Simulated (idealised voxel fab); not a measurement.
process module | voxel transistor to metal
cross-section cut | 270 nm wide | cells 5 nm
A cross-section is a grid of square cells, given in bands from the top down. A band is one or more rows of cells.
Each band's line starts with the height of the band's top and of its bottom, in nm. Then come its materials from left to right, each with its width in nm. One material with "throughout" fills the band from edge to edge. "air" is empty space.
Height 0 is the level under which the wafer as received is all one material. The lowest band goes on downwards, as in "0 down".
A width such as "30 to 40" changes by the same amount from each row of cells to the next, from the band's top row to its bottom row.
"no change" after a step means that no cell of the cross-section changed.
closed voids: empty space of 8 cells or more with no open way to the top, each as width x height at its distance from the left edge, in nm
after a step's settings: what the simulator itself notes on the step
overlay nm, on a step with a mask: how far to the right of its planned place the mask lay; to the left if negative
plan
1 op RECEIVE | material Si
2 op OXIDIZE | depth nm 5
3 op CONFORMAL_DEP | material SiN | thk nm 15
4 op MASKED_ETCH | tone cover | mask id ACTIVE | width nm 105 | pitch nm 135 | etch materials SiN | depth nm 15 | overlay nm 0
5 op MASKED_ETCH | tone cover | mask id ACTIVE | width nm 105 | pitch nm 135 | etch materials SiO2 | depth nm 5 | overlay nm 0
6 op MASKED_ETCH | tone cover | mask id ACTIVE | width nm 105 | pitch nm 135 | etch materials Si | depth nm 35 | overlay nm 0
7 op OXIDIZE | depth nm 5
8 op FILL_DEP | material SiO2 | thk nm 15
9 op CMP | height nm 15
10 op SELECTIVE_ETCH | etch materials SiO2 | depth nm 15
11 op STRIP | etch materials SiN
12 op SELECTIVE_ETCH | etch materials SiO2 | depth nm 5
13 op OXIDIZE | depth nm 5
14 op DIRECTIONAL_DEP | material polySi | thk nm 25
15 op DIRECTIONAL_DEP | material SiCN | thk nm 15
16 op MASKED_ETCH | tone cover | mask id GATE | width nm 25 | pitch nm 135 | etch materials SiCN | depth nm 25 | overlay nm 0
17 op MASKED_ETCH | tone cover | mask id GATE | width nm 25 | pitch nm 135 | etch materials polySi | depth nm 35 | overlay nm 0
18 op CONFORMAL_DEP | material SiO2 | thk nm 5
19 op DIRECTIONAL_ETCH | etch materials SiO2 | depth nm 5
20 op CONFORMAL_DEP | material SiN | thk nm 10
21 op DIRECTIONAL_ETCH | etch materials SiN | depth nm 10
22 op DIRECTIONAL_ETCH | etch materials SiO2 | depth nm 5
23 op DIRECTIONAL_ETCH | etch materials Si | depth nm 5
24 op EPI | material pSi | thk nm 10
25 op FILL_DEP | material SiO2 | thk nm 10
26 op CMP | height nm 20
27 op STRIP | etch materials polySi
28 op SELECTIVE_ETCH | etch materials SiO2 | depth nm 5
29 op CONFORMAL_DEP | material HfO2 | thk nm 5
30 op CONFORMAL_DEP | material TiN | thk nm 5
31 op FILL_DEP | material W | thk nm 10
32 op CMP | height nm 15
33 op DIRECTIONAL_DEP | material SiO2 | thk nm 10
34 op DIRECTIONAL_DEP | material aC | thk nm 10
35 op PATTERN | tone open | mask id CONTACT | material resist | width nm 20 | thk nm 30 | overlay nm 0
36 op DIRECTIONAL_ETCH | etch materials aC | depth nm 10
37 op STRIP | etch materials resist
38 op DIRECTIONAL_ETCH | etch materials SiO2 | depth nm 30
39 op STRIP | etch materials aC
40 op CONFORMAL_DEP | material TiN | thk nm 5
41 op FILL_DEP | material W | thk nm 10
42 op CMP | height nm 25
43 op CONFORMAL_DEP | material SiN | thk nm 5
44 op DIRECTIONAL_DEP | material lowk | thk nm 25
45 op DIRECTIONAL_DEP | material aC | thk nm 15
46 op PATTERN | tone open | mask id METAL_1 | material resist | width nm 20 | thk nm 30 | overlay nm 0
47 op DIRECTIONAL_ETCH | etch materials aC | depth nm 15
48 op STRIP | etch materials resist
49 op DIRECTIONAL_ETCH | etch materials lowk | depth nm 25
50 op DIRECTIONAL_ETCH | etch materials SiN | depth nm 5
51 op STRIP | etch materials aC
52 op CONFORMAL_DEP | material TiN | thk nm 5
53 op FILL_DEP | material Cu | thk nm 5
54 op CMP | height nm 55
55 op EPI | material Ru | thk nm 5
56 op FILL_DEP | material SiCN | thk nm 5
as received, after step 1
  0 down: Si throughout
  closed voids: none
first wafer at the end, as planned
  65 to 60: SiCN throughout
  60 to 55: SiCN 15 | Ru 30 | SiCN 45 | Ru 30 | SiCN 30 | Ru 30 | SiCN 45 | Ru 30 | SiCN 15
  55 to 30: lowk 20 | TiN 5 | Cu 10 | TiN 5 | lowk 55 | TiN 5 | Cu 10 | TiN 5 | lowk 40 | TiN 5 | Cu 10 | TiN 5 | lowk 55 | TiN 5 | Cu 10 | TiN 5 | lowk 20
  30 to 25: SiN 20 | TiN 20 | SiN 55 | TiN 20 | SiN 40 | TiN 20 | SiN 55 | TiN 20 | SiN 20
  25 to 15: SiO2 20 | TiN 5 | W 10 | TiN 5 | SiO2 55 | TiN 5 | W 10 | TiN 5 | SiO2 40 | TiN 5 | W 10 | TiN 5 | SiO2 55 | TiN 5 | W 10 | TiN 5 | SiO2 20
  15 to 5: SiO2 20 | TiN 5 | W 10 | TiN 5 | SiN 10 | HfO2 5 | TiN 5 | W 15 | TiN 5 | HfO2 5 | SiN 10 | TiN 5 | W 10 | TiN 5 | SiO2 40 | TiN 5 | W 10 | TiN 5 | SiN 10 | HfO2 5 | TiN 5 | W 15 | TiN 5 | HfO2 5 | SiN 10 | TiN 5 | W 10 | TiN 5 | SiO2 20
  5 to 0: SiO2 20 | TiN 20 | SiN 10 | HfO2 5 | TiN 5 | W 15 | TiN 5 | HfO2 5 | SiN 10 | TiN 20 | SiO2 40 | TiN 20 | SiN 10 | HfO2 5 | TiN 5 | W 15 | TiN 5 | HfO2 5 | SiN 10 | TiN 20 | SiO2 20
  0 to -5: SiO2 20 | TiN 10 | pSi 10 | SiN 10 | HfO2 5 | TiN 25 | HfO2 5 | SiN 10 | pSi 10 | TiN 10 | SiO2 40 | TiN 10 | pSi 10 | SiN 10 | HfO2 5 | TiN 25 | HfO2 5 | SiN 10 | pSi 10 | TiN 10 | SiO2 20
  -5 to -10: SiO2 15 | pSi 25 | SiO2 10 | HfO2 35 | SiO2 10 | pSi 25 | SiO2 30 | pSi 25 | SiO2 10 | HfO2 35 | SiO2 10 | pSi 25 | SiO2 15
  -10 to -15: SiO2 20 | pSi 20 | Si 55 | pSi 20 | SiO2 40 | pSi 20 | Si 55 | pSi 20 | SiO2 20
  -15 to -45: SiO2 20 | Si 95 | SiO2 40 | Si 95 | SiO2 20
  -45 down: Si throughout
  closed voids: none
second wafer at the end: like start, like plan, one mistake
  65 to 60: SiCN throughout
  60 to 55: SiCN 15 | Ru 30 | SiCN 45 | Ru 30 | SiCN 30 | Ru 30 | SiCN 45 | Ru 30 | SiCN 15
  55 to 30: lowk 20 | TiN 5 | Cu 10 | TiN 5 | lowk 55 | TiN 5 | Cu 10 | TiN 5 | lowk 40 | TiN 5 | Cu 10 | TiN 5 | lowk 55 | TiN 5 | Cu 10 | TiN 5 | lowk 20
  30 to 25: SiN 20 | TiN 20 | SiN 55 | TiN 20 | SiN 40 | TiN 20 | SiN 55 | TiN 20 | SiN 20
  25 to 15: SiO2 20 | TiN 5 | W 15 to 10 | TiN 5 to 10 | SiO2 50 | TiN 5 | W 15 | TiN 5 | SiO2 35 | TiN 5 | W 15 to 10 | TiN 5 to 10 | SiO2 50 | TiN 5 | W 15 | TiN 5 | SiO2 15
  15 to 5: SiO2 20 | TiN 5 | W 10 | TiN 5 | SiN 10 | HfO2 5 | TiN 5 | W 15 | TiN 5 | HfO2 5 | SiN 10 | TiN 5 | W 15 | TiN 5 | SiO2 35 | TiN 5 | W 10 | TiN 5 | SiN 10 | HfO2 5 | TiN 5 | W 15 | TiN 5 | HfO2 5 | SiN 10 | TiN 5 | W 15 | TiN 5 | SiO2 15
  5 to 0: SiO2 20 | TiN 20 | SiN 10 | HfO2 5 | TiN 5 | W 15 | TiN 5 | HfO2 5 | SiN 10 | TiN 15 | W 5 | TiN 5 | SiO2 35 | TiN 20 | SiN 10 | HfO2 5 | TiN 5 | W 15 | TiN 5 | HfO2 5 | SiN 10 | TiN 15 | W 5 | TiN 5 | SiO2 15
  0 to -5: SiO2 20 | TiN 10 | pSi 10 | SiN 10 | HfO2 5 | TiN 25 | HfO2 5 | SiN 10 | pSi 10 | TiN 15 | SiO2 35 | TiN 10 | pSi 10 | SiN 10 | HfO2 5 | TiN 25 | HfO2 5 | SiN 10 | pSi 10 | TiN 15 | SiO2 15
  -5 to -10: SiO2 15 | pSi 25 | SiO2 10 | HfO2 35 | SiO2 10 | pSi 25 | SiO2 30 | pSi 25 | SiO2 10 | HfO2 35 | SiO2 10 | pSi 25 | SiO2 15
  -10 to -15: SiO2 20 | pSi 20 | Si 55 | pSi 20 | SiO2 40 | pSi 20 | Si 55 | pSi 20 | SiO2 20
  -15 to -45: SiO2 20 | Si 95 | SiO2 40 | Si 95 | SiO2 20
  -45 down: Si throughout
  closed voids: none
what went wrong: step 35 ran as: op PATTERN | tone open | mask id CONTACT | material resist | width nm 25 | thk nm 30 | overlay nm 0
at the end the second wafer has, in cells: 16 fewer of SiO2 | 4 more of TiN | 12 more of W
